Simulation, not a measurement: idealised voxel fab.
Presented below is a process module, voxel wiring stack.
Displayed cross-section: cut, width of 230 nm, square cells sized 5 nm.
Cross-section spec: square-cell grid; bands listed top down; each band is one or more rows. In this notation a band is specified by the heights of its top and bottom, in that order and in nm, after which its materials appear from left to right, each paired with its width in nm. The word "all across" attached to a single material means that material fills the band from edge to edge; the word "air" stands for empty space. Zero point of the height axis is 0; under it, received wafer = one material. Lowest band: continues down indefinitely, "z 0 and below". Top row gets the first number, bottom row gets the second, and each row in between changes by the same step: that is how a band width like "30 to 40" works. No cell of the cross-section changed in a step that is given as "no alteration". In "Closed-off voids" the enclosed voids are listed, meaning empty spaces of 8 cells or larger without any opening to the top. The form is width x height at distance, distance from the left edge, units nm. That trailing text on a step's line, after the settings, is the simulator's own remark on the step. "overlay nm", when on a step's line for a step with a mask, measures how far to the right of its planned place the mask lay; a negative measure means to the left.
**Intended process steps**
| 1 | RECEIVE with material Si |
| 2 | CONFORMAL_DEP with material SiO2, thk nm 10 |
| 3 | DIRECTIONAL_DEP with material TiN, thk nm 5 |
| 4 | DIRECTIONAL_DEP with material Ru, thk nm 25 |
| 5 | PATTERN with tone cover, mask id METAL_1, material resist, width nm 25, pitch nm 55, thk nm 20, overlay nm 0 |
| 6 | DIRECTIONAL_ETCH with etch materials Ru, depth nm 25 |
| 7 | DIRECTIONAL_ETCH with etch materials TiN, depth nm 5 |
| 8 | STRIP with etch materials resist |
| 9 | FILL_DEP with material SiO2, thk nm 10 |
| 10 | CMP with height nm 40 |
| 11 | CONFORMAL_DEP with material SiCN, thk nm 5 |
| 12 | DIRECTIONAL_DEP with material lowk, thk nm 20 |
| 13 | MASKED_ETCH with tone open, mask id PLUG_1, width nm 15, pitch nm 55, etch materials lowk, depth nm 20, overlay nm 0 |
| 14 | MASKED_ETCH with tone open, mask id PLUG_1, width nm 15, pitch nm 55, etch materials SiCN, depth nm 5, overlay nm 0 |
| 15 | EPI with material Ru, thk nm 10 |
| 16 | EPI with material Ru, thk nm 10 |
| 17 | EPI with material Ru, thk nm 5 |
| 18 | CONFORMAL_DEP with material SiN, thk nm 5 |
| 19 | DIRECTIONAL_DEP with material lowk, thk nm 20 |
| 20 | MASKED_ETCH with tone open, mask id METAL_2, width nm 25, pitch nm 55, etch materials lowk, depth nm 20, overlay nm 0 |
| 21 | MASKED_ETCH with tone open, mask id METAL_2, width nm 25, pitch nm 55, etch materials SiN, depth nm 5, overlay nm 0 |
| 22 | CONFORMAL_DEP with material TiN, thk nm 5 |
| 23 | FILL_DEP with material Ru, thk nm 10 |
| 24 | CMP with height nm 90 |
| 25 | EPI with material Ru, thk nm 5 |
| 26 | FILL_DEP with material SiCN, thk nm 5 |
| 27 | DIRECTIONAL_DEP with material lowk, thk nm 35 |
| 28 | DIRECTIONAL_DEP with material aC, thk nm 10 |
| 29 | PATTERN with tone open, mask id METAL_3, material resist, width nm 25, pitch nm 55, thk nm 25, overlay nm 0 |
| 30 | DIRECTIONAL_ETCH with etch materials aC, depth nm 10 |
| 31 | STRIP with etch materials resist |
| 32 | DIRECTIONAL_ETCH with etch materials lowk, depth nm 20 |
| 33 | STRIP with etch materials aC |
| 34 | DIRECTIONAL_DEP with material aC, thk nm 10 |
| 35 | PATTERN with tone open, mask id METAL_3_HOLES, material resist, width nm 15, pitch nm 55, thk nm 30, overlay nm 0 |
| 36 | DIRECTIONAL_ETCH with etch materials aC, depth nm 10 |
| 37 | STRIP with etch materials resist |
| 38 | DIRECTIONAL_ETCH with etch materials lowk, depth nm 15 |
| 39 | DIRECTIONAL_ETCH with etch materials SiCN, depth nm 5 |
| 40 | STRIP with etch materials aC |
| 41 | CONFORMAL_DEP with material TiN, thk nm 5 |
| 42 | FILL_DEP with material Cu, thk nm 10 |
| 43 | CMP with height nm 135 |
| 44 | CONFORMAL_DEP with material SiN, thk nm 5 |
**As-received wafer cross-section (after step 1)**
* z 0 and below  Si all across
* Closed-off voids: none
**Cross-section, end of module. Start: as above. Plan: as above. Execution: one mistake**
* z 140 to 135  SiN all across
* z 135 to 120  75 nm lowk, then 5 nm TiN, then 15 nm Cu, then 5 nm TiN, then 30 nm lowk, then 5 nm TiN, then 15 nm Cu, then 5 nm TiN, then 75 nm lowk
* z 120 to 115  75 nm lowk, then 5 nm TiN, then 5 nm Cu, then 15 nm TiN, then 30 nm lowk, then 5 nm TiN, then 5 nm Cu, then 15 nm TiN, then 75 nm lowk
* z 115 to 100  75 nm lowk, then 5 nm TiN, then 5 nm Cu, then 5 nm TiN, then 40 nm lowk, then 5 nm TiN, then 5 nm Cu, then 5 nm TiN, then 85 nm lowk
* z 100 to 95  75 nm SiCN, then 15 nm TiN, then 40 nm SiCN, then 15 nm TiN, then 85 nm SiCN
* z 95 to 90  70 nm SiCN, then 35 nm Ru, then 20 nm SiCN, then 35 nm Ru, then 70 nm SiCN
* z 90 to 70  75 nm lowk, then 5 nm TiN, then 15 nm Ru, then 5 nm TiN, then 30 nm lowk, then 5 nm TiN, then 15 nm Ru, then 5 nm TiN, then 75 nm lowk
* z 70 to 65  75 nm SiN, then 25 nm TiN, then 30 nm SiN, then 25 nm TiN, then 75 nm SiN
* z 65 to 45  75 nm lowk, then 15 nm Ru, then 40 nm lowk, then 15 nm Ru, then 85 nm lowk
* z 45 to 40  75 nm SiCN, then 15 nm Ru, then 40 nm SiCN, then 15 nm Ru, then 85 nm SiCN
* z 40 to 15  75 nm SiO2, then 25 nm Ru, then 30 nm SiO2, then 25 nm Ru, then 75 nm SiO2
* z 15 to 5  SiO2 all across
* z 5 to 0  TiN all across
* z 0 and below  Si all across
* Closed-off voids: none
Misprocessing identified: swap of plan steps 2 and 3 during execution
